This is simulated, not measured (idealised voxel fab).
Title: Process Module voxel transistor to metal
The cross-section on display is named cut; it measures 200 nm wide, and its cells are 5 nm squares.
Just so we're on the same page, the cross-sections are grids of square cells, and they're listed out in bands top to bottom, each band one or more rows deep.
The band entry comprises the height of the band's top followed by the height of its bottom, expressed in nm, and subsequently the band's materials from left to right, each stated together with its width in nm. Where a single material is marked with the word "full width", that material fills the band from edge to edge. The word "blank" represents empty space.
Heights are measured from 0, the level below which the as-received wafer is all one material; the lowest band has no bottom and continues downward, written as in "0..down".
So if you see something like "30->40" for the width, read it as the top row of the band sitting at the first number and the bottom row at the second, with every row in between moving by the same amount as the last.
It should be understood that the words "nothing altered", when stated for a given step, signify that the cross-section underwent no change in any of its cells during that step.
This entry, "Closed void list", enumerates those empty regions of no fewer than 8 cells that possess no open connection to the top. Each region is reported in the form width x height at distance, the distance being taken from the left edge, with all three quantities expressed in nm.
It should be noted that, on the line of a given step, the content following the step's settings is a remark produced by the simulator itself with respect to that step.
For masked steps, "overlay nm" on the step line gives how far right of plan the mask actually lay; a minus sign means it lay to the left.

PLAN
| 1 | RECEIVE (material Si) |
| 2 | OXIDIZE (depth nm 5) |
| 3 | CONFORMAL_DEP (material SiN; thk nm 15) |
| 4 | MASKED_ETCH (tone cover; mask id ACTIVE; width nm 105; etch materials SiN; depth nm 15; overlay nm 0) |
| 5 | MASKED_ETCH (tone cover; mask id ACTIVE; width nm 105; etch materials SiO2; depth nm 5; overlay nm 0) |
| 6 | MASKED_ETCH (tone cover; mask id ACTIVE; width nm 105; etch materials Si; depth nm 25; overlay nm 0) |
| 7 | FILL_DEP (material SiO2; thk nm 5) |
| 8 | CMP (height nm 15) |
| 9 | SELECTIVE_ETCH (etch materials SiO2; depth nm 15) |
| 10 | STRIP (etch materials SiN) |
| 11 | SELECTIVE_ETCH (etch materials SiO2; depth nm 5) |
| 12 | OXIDIZE (depth nm 5) |
| 13 | DIRECTIONAL_DEP (material polySi; thk nm 20) |
| 14 | DIRECTIONAL_DEP (material SiCN; thk nm 15) |
| 15 | PATTERN (tone cover; mask id GATE; material resist; width nm 25; thk nm 15; overlay nm 0) |
| 16 | DIRECTIONAL_ETCH (etch materials SiCN; depth nm 25) |
| 17 | DIRECTIONAL_ETCH (etch materials polySi; depth nm 30) |
| 18 | STRIP (etch materials resist) |
| 19 | CONFORMAL_DEP (material SiN; thk nm 10) |
| 20 | DIRECTIONAL_ETCH (etch materials SiN; depth nm 10) |
| 21 | DIRECTIONAL_ETCH (etch materials SiO2; depth nm 5) |
| 22 | DIRECTIONAL_ETCH (etch materials Si; depth nm 5) |
| 23 | EPI (material pSi; thk nm 5) |
| 24 | FILL_DEP (material SiO2; thk nm 5) |
| 25 | CMP (height nm 15) |
| 26 | STRIP (etch materials polySi) |
| 27 | SELECTIVE_ETCH (etch materials SiO2; depth nm 5) |
| 28 | CONFORMAL_DEP (material HfO2; thk nm 5) |
| 29 | CONFORMAL_DEP (material TiN; thk nm 5) |
| 30 | FILL_DEP (material W; thk nm 10) |
| 31 | CMP (height nm 10) |
| 32 | DIRECTIONAL_DEP (material SiO2; thk nm 15) |
| 33 | MASKED_ETCH (tone open; mask id CONTACT; width nm 15; pitch nm 80; etch materials SiO2; depth nm 35; overlay nm 0) |
| 34 | CONFORMAL_DEP (material TiN; thk nm 5) |
| 35 | FILL_DEP (material W; thk nm 10) |
| 36 | CMP (height nm 25) |
| 37 | CONFORMAL_DEP (material SiN; thk nm 5) |
| 38 | DIRECTIONAL_DEP (material lowk; thk nm 25) |
| 39 | DIRECTIONAL_DEP (material aC; thk nm 10) |
| 40 | PATTERN (tone open; mask id METAL_1; material resist; width nm 15; pitch nm 80; thk nm 30; overlay nm 0) |
| 41 | DIRECTIONAL_ETCH (etch materials aC; depth nm 10) |
| 42 | STRIP (etch materials resist) |
| 43 | DIRECTIONAL_ETCH (etch materials lowk; depth nm 25) |
| 44 | DIRECTIONAL_ETCH (etch materials SiN; depth nm 5) |
| 45 | STRIP (etch materials aC) |
| 46 | CONFORMAL_DEP (material TiN; thk nm 5) |
| 47 | FILL_DEP (material Ru; thk nm 5) |
| 48 | CMP (height nm 55) |
| 49 | CONFORMAL_DEP (material SiN; thk nm 5) |

INCOMING WAFER IN CROSS-SECTION (STATE: AFTER STEP 1)
  0..down = Si full width
  Closed void list: none

STARTING WAFER: ABOVE. PLAN: ABOVE. RUN: ONE MISTAKE. CROSS-SECTION AFTER THE MODULE: BELOW
  60..55 = SiN full width
  55..30 = lowk: 50; TiN: 5; Ru: 5; TiN: 5; lowk: 65; TiN: 5; Ru: 5; TiN: 5; lowk: 55
  30..25 = SiN: 50; TiN: 15; SiN: 65; TiN: 15; SiN: 55
  25..10 = SiO2: 50; TiN: 5; W: 10; TiN: 5; SiO2: 60; TiN: 5; W: 10; TiN: 5; SiO2: 50
  10..0 = SiO2: 50; TiN: 5; W: 10; TiN: 5; SiO2: 5; SiN: 10; HfO2: 5; TiN: 5; W: 5; TiN: 5; HfO2: 5; SiN: 10; SiO2: 10; TiN: 5; W: 10; TiN: 5; SiO2: 50
  0..-5 = SiO2: 50; TiN: 5; W: 10; TiN: 5; SiO2: 5; SiN: 10; HfO2: 5; TiN: 15; HfO2: 5; SiN: 10; SiO2: 10; TiN: 5; W: 10; TiN: 5; SiO2: 50
  -5..-10 = SiO2: 50; TiN: 20; pSi: 5; SiO2: 5; HfO2: 35; SiO2: 5; pSi: 5; SiO2: 5; TiN: 20; SiO2: 50
  -10..-15 = SiO2: 45; pSi: 30; Si: 45; pSi: 30; SiO2: 50
  -15..-30 = SiO2: 45; Si: 105; SiO2: 50
  -30..down = Si full width
  Closed void list: none
Here's what went sideways: step 33 changed vs plan, executed as MASKED_ETCH (tone open; mask id CONTACT; width nm 20; pitch nm 80; etch materials SiO2; depth nm 35; overlay nm 0)
